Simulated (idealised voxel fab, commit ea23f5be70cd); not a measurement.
Title: Process Module voxel plated lines
Square cells of 5 nm make up the cross-section cut, whose width is 155 nm.
A cross-section in this document is a grid of square cells, and it is written down as bands, the top band listed before the ones below it; a band is made up of one or more rows of cells.
Top, bottom (nm), then materials left to right with widths (nm); lone material tagged "edge to edge" fills the whole band edge to edge; "blank" = empty space.
It should be noted that heights are counted from 0, beneath which the wafer as supplied is of one material throughout, and that the lowest band possesses no lower boundary but continues downward, as written in "from 0 down".
It should be noted that a width expressed as "30->40" varies in equal increments from row to row of cells within the band, taking the value of the first number at the top row and that of the second number at the bottom row.
"left unchanged", as given for a step, is the statement that not any cell of the cross-section underwent a change during that step.
The label "Sealed void listing" introduces a list of the empty spaces, 8 cells or larger, that have no open way up to the top; each entry in it reads width x height at distance, where the distance is taken from the left edge and all three are stated in nm.
On each step's line, the part that comes after the settings is the simulator's own comment on the step.
overlay nm: where the mask lay relative to plan, measured to the right, on steps with a mask; negatives go left.
**Listed below are the process steps as planned**
1: RECEIVE [material Si]
2: CONFORMAL_DEP [material SiN] [thk nm 15]
3: DIRECTIONAL_DEP [material TiN] [thk nm 5]
4: PATTERN [tone open] [mask id LINES] [material resist] [width nm 15] [pitch nm 40] [thk nm 25] [overlay nm 0]
5: EPI [material Ru] [thk nm 10]
6: EPI [material Ru] [thk nm 5]
7: STRIP [etch materials resist]
8: DIRECTIONAL_ETCH [etch materials TiN] [depth nm 5]
9: CONFORMAL_DEP [material SiO2] [thk nm 10]
The plan's step 4 width nm is the first wafer's value; the wafers differ in this setting and start identical.
**The as-received cross-section of the first of several wafers corresponds to the state after step 1**
from 0 down: Si edge to edge
Sealed void listing: none
**First of several wafers in cross-section at module end, following the final step, step 9**
from 45 to 35: blank 40 | SiO2 35 | blank 5 | SiO2 35 | blank 40
from 35 to 25: blank 40 | SiO2 10 | Ru 15 | SiO2 10 | blank 5 | SiO2 10 | Ru 15 | SiO2 10 | blank 40
from 25 to 20: SiO2 50 | Ru 15 | SiO2 25 | Ru 15 | SiO2 50
from 20 to 15: SiO2 50 | TiN 15 | SiO2 25 | TiN 15 | SiO2 50
from 15 to 0: SiN edge to edge
from 0 down: Si edge to edge
Sealed void listing: none
**Cross-sectional view of the final wafer of several at the module's end**
from 45 to 35: blank 35 | SiO2 85 | blank 35
from 35 to 25: blank 35 | SiO2 10 | Ru 25 | SiO2 15 | Ru 25 | SiO2 10 | blank 35
from 25 to 20: SiO2 45 | Ru 25 | SiO2 15 | Ru 25 | SiO2 45
from 20 to 15: SiO2 45 | TiN 25 | SiO2 15 | TiN 25 | SiO2 45
from 15 to 0: SiN edge to edge
from 0 down: Si edge to edge
Sealed void listing: none
**Per wafer, end of module: cells gained (+) or lost (-) per material since receipt, then closed voids**
width nm 15; +18 Ru; +93 SiN; +94 SiO2; +6 TiN; Sealed void listing: none
width nm 20; +24 Ru; +93 SiN; +94 SiO2; +8 TiN; Sealed void listing: none
width nm 25; +30 Ru; +93 SiN; +90 SiO2; +10 TiN; Sealed void listing: none
